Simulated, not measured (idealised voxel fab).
Process module in this document: voxel local oxidation
In the cross-section labelled cut, the width is 165 nm and each square cell is 5 nm.
Cross-section spec: square-cell grid; bands listed top down; each band is one or more rows. The band entry comprises the height of the band's top followed by the height of its bottom, expressed in nm, and subsequently the band's materials from left to right, each stated together with its width in nm. Where a single material is marked with the word "all across", that material fills the band from edge to edge. The word "air" represents empty space. Ref level 0: as-received wafer is one material below here. Bottom band extends down with no lower bound ("from 0 down"). The notation "30->40" denotes a width that varies across the rows of cells in the band, beginning at the first number in the top row, finishing at the second number in the bottom row, and changing by an identical amount from each row to the next. Where a step carries "all unchanged", the cross-section came out of it unchanged, cell for cell. Under "Enclosed empty spaces" you'll find the enclosed gaps, the ones with no way out to the top, that are 8 cells or bigger; each reads width x height at distance, with distance counted from the left edge, everything in nm. Read whatever lies past the settings on a step's line as the simulator's own remark about the step. overlay nm: how far to the right of its planned place the mask lay on this masked step (negative: to the left). Note: before/after cross-section pairs follow, one process step per pair, after-side truncated at the lowest changed band, step and settings given beneath. Different runs of this module on the same starting wafer may supply the pairs; a pair continues the one above only where the "Geometry before processing" entry says so.
-- Geometry before processing
* from 0 down: Si all across
* Enclosed empty spaces: none
-- Resulting Structure
* from 0 to -5: SiO2 all across
* All layers under -5 are left as they were.
* Enclosed empty spaces: none
Looking at the two cross-sections above, the step in the middle is OXIDIZE | depth nm 5
Geometry before processing: The initial state for this step is given by the after cross-section of the immediately preceding pair.
-- Resulting Structure
* from 15 to 0: SiN all across
* All layers under 0 are left as they were.
* Enclosed empty spaces: none
Looking at the two cross-sections above, the step in the middle is CONFORMAL_DEP | material SiN | thk nm 15
Geometry before processing: The initial state for this step is given by the after cross-section of the immediately preceding pair.
-- Resulting Structure
* from 30 to 15: air: 30, resist: 105, air: 30
* All layers under 15 are left as they were.
* Enclosed empty spaces: none
Looking at the two cross-sections above, the step in the middle is PATTERN | tone cover | mask id ACTIVE | material resist | width nm 105 | thk nm 15 | overlay nm 0
Geometry before processing: The initial state for this step is given by the after cross-section of the immediately preceding pair.
-- Resulting Structure
* from 30 to 15: air: 30, resist: 105, air: 30
* from 15 to 0: air: 30, SiN: 105, air: 30
* All layers under 0 are left as they were.
* Enclosed empty spaces: none
Looking at the two cross-sections above, the step in the middle is DIRECTIONAL_ETCH | etch materials SiN | depth nm 15
Geometry before processing: The initial state for this step is given by the after cross-section of the immediately preceding pair.
-- Resulting Structure
* from 15 to 0: air: 30, SiN: 105, air: 30
* All layers under 0 are left as they were.
* Enclosed empty spaces: none
Looking at the two cross-sections above, the step in the middle is STRIP | etch materials resist
Geometry before processing: The initial state for this step is given by the after cross-section of the immediately preceding pair.
-- Resulting Structure
* from 15 to 0: air: 30, SiN: 105, air: 30
* from 0 to -5: air: 35, SiO2: 95, air: 35
* All layers under -5 are left as they were.
* Enclosed empty spaces: none
Looking at the two cross-sections above, the step in the middle is SELECTIVE_ETCH | etch materials SiO2 | depth nm 5
Geometry before processing: The initial state for this step is given by the after cross-section of the immediately preceding pair.
-- Resulting Structure
* from 15 to 0: air: 30, SiN: 105, air: 30
* from 0 to -5: air: 35, SiO2: 95, air: 35
* from -5 to -20: SiO2: 50, Si: 65, SiO2: 50
* All layers under -20 are left as they were.
* Enclosed empty spaces: none
Looking at the two cross-sections above, the step in the middle is OXIDIZE | depth nm 15
Geometry before processing: The initial state for this step is given by the after cross-section of the immediately preceding pair.
-- Resulting Structure
* from 0 to -5: air: 35, SiO2: 95, air: 35
* All layers under -5 are left as they were.
* Enclosed empty spaces: none
Looking at the two cross-sections above, the step in the middle is STRIP | etch materials SiN
-- Geometry before processing
* from 30 to 15: air: 30, resist: 105, air: 30
* from 15 to 0: air: 30, SiN: 105, air: 30
* from 0 to -5: SiO2 all across
* from -5 down: Si all across
* Enclosed empty spaces: none
-- Resulting Structure
* from 30 to 15: air: 30, resist: 105, air: 30
* from 15 to 0: air: 30, SiN: 105, air: 30
* from 0 to -5: air: 35, SiO2: 95, air: 35
* All layers under -5 are left as they were.
* Enclosed empty spaces: none
Looking at the two cross-sections above, the step in the middle is SELECTIVE_ETCH | etch materials SiO2 | depth nm 5
Geometry before processing: The initial state for this step is given by the after cross-section of the immediately preceding pair.
-- Resulting Structure
* from 15 to 0: air: 30, SiN: 105, air: 30
* All layers under 0 are left as they were.
* Enclosed empty spaces: none
Looking at the two cross-sections above, the step in the middle is STRIP | etch materials resist
Geometry before processing: The initial state for this step is given by the after cross-section of the immediately preceding pair.
-- Resulting Structure
* from 15 to 0: air: 30, SiN: 105, air: 30
* from 0 to -5: air: 35, SiO2: 95, air: 35
* from -5 to -30: SiO2: 60, Si: 45, SiO2: 60
* All layers under -30 are left as they were.
* Enclosed empty spaces: none
Looking at the two cross-sections above, the step in the middle is OXIDIZE | depth nm 25
Geometry before processing: The initial state for this step is given by the after cross-section of the immediately preceding pair.
-- Resulting Structure
* from 0 to -5: air: 35, SiO2: 95, air: 35
* All layers under -5 are left as they were.
* Enclosed empty spaces: none
Looking at the two cross-sections above, the step in the middle is STRIP | etch materials SiN
-- Geometry before processing
* from 15 to 0: SiN all across
* from 0 to -5: SiO2 all across
* from -5 down: Si all across
* Enclosed empty spaces: none
-- Resulting Structure
* from 30 to 15: air: 30, resist: 110, air: 25
* All layers under 15 are left as they were.
* Enclosed empty spaces: none
Looking at the two cross-sections above, the step in the middle is PATTERN | tone cover | mask id ACTIVE | material resist | width nm 110 | thk nm 15 | overlay nm 0
Geometry before processing: The initial state for this step is given by the after cross-section of the immediately preceding pair.
-- Resulting Structure
* from 30 to 15: air: 30, resist: 110, air: 25
* from 15 to 0: air: 30, SiN: 110, air: 25
* All layers under 0 are left as they were.
* Enclosed empty spaces: none
Looking at the two cross-sections above, the step in the middle is DIRECTIONAL_ETCH | etch materials SiN | depth nm 15
Geometry before processing: The initial state for this step is given by the after cross-section of the immediately preceding pair.
-- Resulting Structure
* from 15 to 0: air: 30, SiN: 110, air: 25
* All layers under 0 are left as they were.
* Enclosed empty spaces: none
Looking at the two cross-sections above, the step in the middle is STRIP | etch materials resist
Geometry before processing: The initial state for this step is given by the after cross-section of the immediately preceding pair.
-- Resulting Structure
* from 15 to 0: air: 30, SiN: 110, air: 25
* from 0 to -5: air: 35, SiO2: 100, air: 30
* All layers under -5 are left as they were.
* Enclosed empty spaces: none
Looking at the two cross-sections above, the step in the middle is SELECTIVE_ETCH | etch materials SiO2 | depth nm 5
Geometry before processing: The initial state for this step is given by the after cross-section of the immediately preceding pair.
-- Resulting Structure
* from 15 to 0: air: 30, SiN: 110, air: 25
* from 0 to -5: air: 35, SiO2: 100, air: 30
* from -5 to -20: SiO2: 50, Si: 70, SiO2: 45
* All layers under -20 are left as they were.
* Enclosed empty spaces: none
Looking at the two cross-sections above, the step in the middle is OXIDIZE | depth nm 15
Geometry before processing: The initial state for this step is given by the after cross-section of the immediately preceding pair.
-- Resulting Structure
* from 0 to -5: air: 35, SiO2: 100, air: 30
* All layers under -5 are left as they were.
* Enclosed empty spaces: none
Looking at the two cross-sections above, the step in the middle is STRIP | etch materials SiN
-- Geometry before processing
* from 15 to 0: SiN all across
* from 0 to -5: SiO2 all across
* from -5 down: Si all across
* Enclosed empty spaces: none
-- Resulting Structure
* from 30 to 15: air: 25, resist: 105, air: 35
* All layers under 15 are left as they were.
* Enclosed empty spaces: none
Looking at the two cross-sections above, the step in the middle is PATTERN | tone cover | mask id ACTIVE | material resist | width nm 105 | thk nm 15 | overlay nm -5
Geometry before processing: The initial state for this step is given by the after cross-section of the immediately preceding pair.
-- Resulting Structure
* from 30 to 15: air: 25, resist: 105, air: 35
* from 15 to 0: air: 25, SiN: 105, air: 35
* All layers under 0 are left as they were.
* Enclosed empty spaces: none
Looking at the two cross-sections above, the step in the middle is DIRECTIONAL_ETCH | etch materials SiN | depth nm 15
Geometry before processing: The initial state for this step is given by the after cross-section of the immediately preceding pair.
-- Resulting Structure
* from 15 to 0: air: 25, SiN: 105, air: 35
* All layers under 0 are left as they were.
* Enclosed empty spaces: none
Looking at the two cross-sections above, the step in the middle is STRIP | etch materials resist
Geometry before processing: The initial state for this step is given by the after cross-section of the immediately preceding pair.
-- Resulting Structure
* from 15 to 0: air: 25, SiN: 105, air: 35
* from 0 to -5: air: 30, SiO2: 95, air: 40
* All layers under -5 are left as they were.
* Enclosed empty spaces: none
Looking at the two cross-sections above, the step in the middle is SELECTIVE_ETCH | etch materials SiO2 | depth nm 5
Geometry before processing: The initial state for this step is given by the after cross-section of the immediately preceding pair.
-- Resulting Structure
* from 15 to 0: air: 25, SiN: 105, air: 35
* from 0 to -5: air: 30, SiO2: 95, air: 40
* from -5 to -20: SiO2: 45, Si: 65, SiO2: 55
* All layers under -20 are left as they were.
* Enclosed empty spaces: none
Looking at the two cross-sections above, the step in the middle is OXIDIZE | depth nm 15
Geometry before processing: The initial state for this step is given by the after cross-section of the immediately preceding pair.
-- Resulting Structure
* from 0 to -5: air: 30, SiO2: 95, air: 40
* All layers under -5 are left as they were.
* Enclosed empty spaces: none
Looking at the two cross-sections above, the step in the middle is STRIP | etch materials SiN
-- Geometry before processing
* from 0 to -5: SiO2 all across
* from -5 down: Si all across
* Enclosed empty spaces: none
-- Resulting Structure
* from 15 to -5: SiO2 all across
* All layers under -5 are left as they were.
* Enclosed empty spaces: none
Looking at the two cross-sections above, the step in the middle is CONFORMAL_DEP | material SiO2 | thk nm 15
Geometry before processing: The initial state for this step is given by the after cross-section of the immediately preceding pair.
-- Resulting Structure
* from 30 to 15: air: 30, resist: 105, air: 30
* All layers under 15 are left as they were.
* Enclosed empty spaces: none
Looking at the two cross-sections above, the step in the middle is PATTERN | tone cover | mask id ACTIVE | material resist | width nm 105 | thk nm 15 | overlay nm 0
Geometry before processing: The initial state for this step is given by the after cross-section of the immediately preceding pair.
-- Resulting Structure
* from 15 to -5: SiO2 all across
* All layers under -5 are left as they were.
* Enclosed empty spaces: none
Looking at the two cross-sections above, the step in the middle is STRIP | etch materials resist
Geometry before processing: The initial state for this step is given by the after cross-section of the immediately preceding pair.
-- Resulting Structure
* from 10 to -5: SiO2 all across
* All layers under -5 are left as they were.
* Enclosed empty spaces: none
Looking at the two cross-sections above, the step in the middle is SELECTIVE_ETCH | etch materials SiO2 | depth nm 5
-- Geometry before processing
* from 15 to 0: SiN all across
* from 0 to -5: SiO2 all across
* from -5 down: Si all across
* Enclosed empty spaces: none
-- Resulting Structure
* from 30 to 15: resist: 30, air: 105, resist: 30
* All layers under 15 are left as they were.
* Enclosed empty spaces: none
Looking at the two cross-sections above, the step in the middle is PATTERN | tone open | mask id ACTIVE | material resist | width nm 105 | thk nm 15 | overlay nm 0
Geometry before processing: The initial state for this step is given by the after cross-section of the immediately preceding pair.
-- Resulting Structure
* from 30 to 15: resist: 30, air: 105, resist: 30
* from 15 to 0: SiN: 30, air: 105, SiN: 30
* All layers under 0 are left as they were.
* Enclosed empty spaces: none
Looking at the two cross-sections above, the step in the middle is DIRECTIONAL_ETCH | etch materials SiN | depth nm 15
Geometry before processing: The initial state for this step is given by the after cross-section of the immediately preceding pair.
-- Resulting Structure
* from 15 to 0: SiN: 30, air: 105, SiN: 30
* All layers under 0 are left as they were.
* Enclosed empty spaces: none
Looking at the two cross-sections above, the step in the middle is STRIP | etch materials resist
Geometry before processing: The initial state for this step is given by the after cross-section of the immediately preceding pair.
-- Resulting Structure
* from 15 to 0: SiN: 30, air: 105, SiN: 30
* from 0 to -5: SiO2: 25, air: 115, SiO2: 25
* All layers under -5 are left as they were.
* Enclosed empty spaces: none
Looking at the two cross-sections above, the step in the middle is SELECTIVE_ETCH | etch materials SiO2 | depth nm 5
Geometry before processing: The initial state for this step is given by the after cross-section of the immediately preceding pair.
-- Resulting Structure
* from 15 to 0: SiN: 30, air: 105, SiN: 30
* from 0 to -5: SiO2: 25, air: 115, SiO2: 25
* from -5 to -20: Si: 10, SiO2: 145, Si: 10
* All layers under -20 are left as they were.
* Enclosed empty spaces: none
Looking at the two cross-sections above, the step in the middle is OXIDIZE | depth nm 15
Geometry before processing: The initial state for this step is given by the after cross-section of the immediately preceding pair.
-- Resulting Structure
* from 0 to -5: SiO2: 25, air: 115, SiO2: 25
* All layers under -5 are left as they were.
* Enclosed empty spaces: none
Looking at the two cross-sections above, the step in the middle is STRIP | etch materials SiN
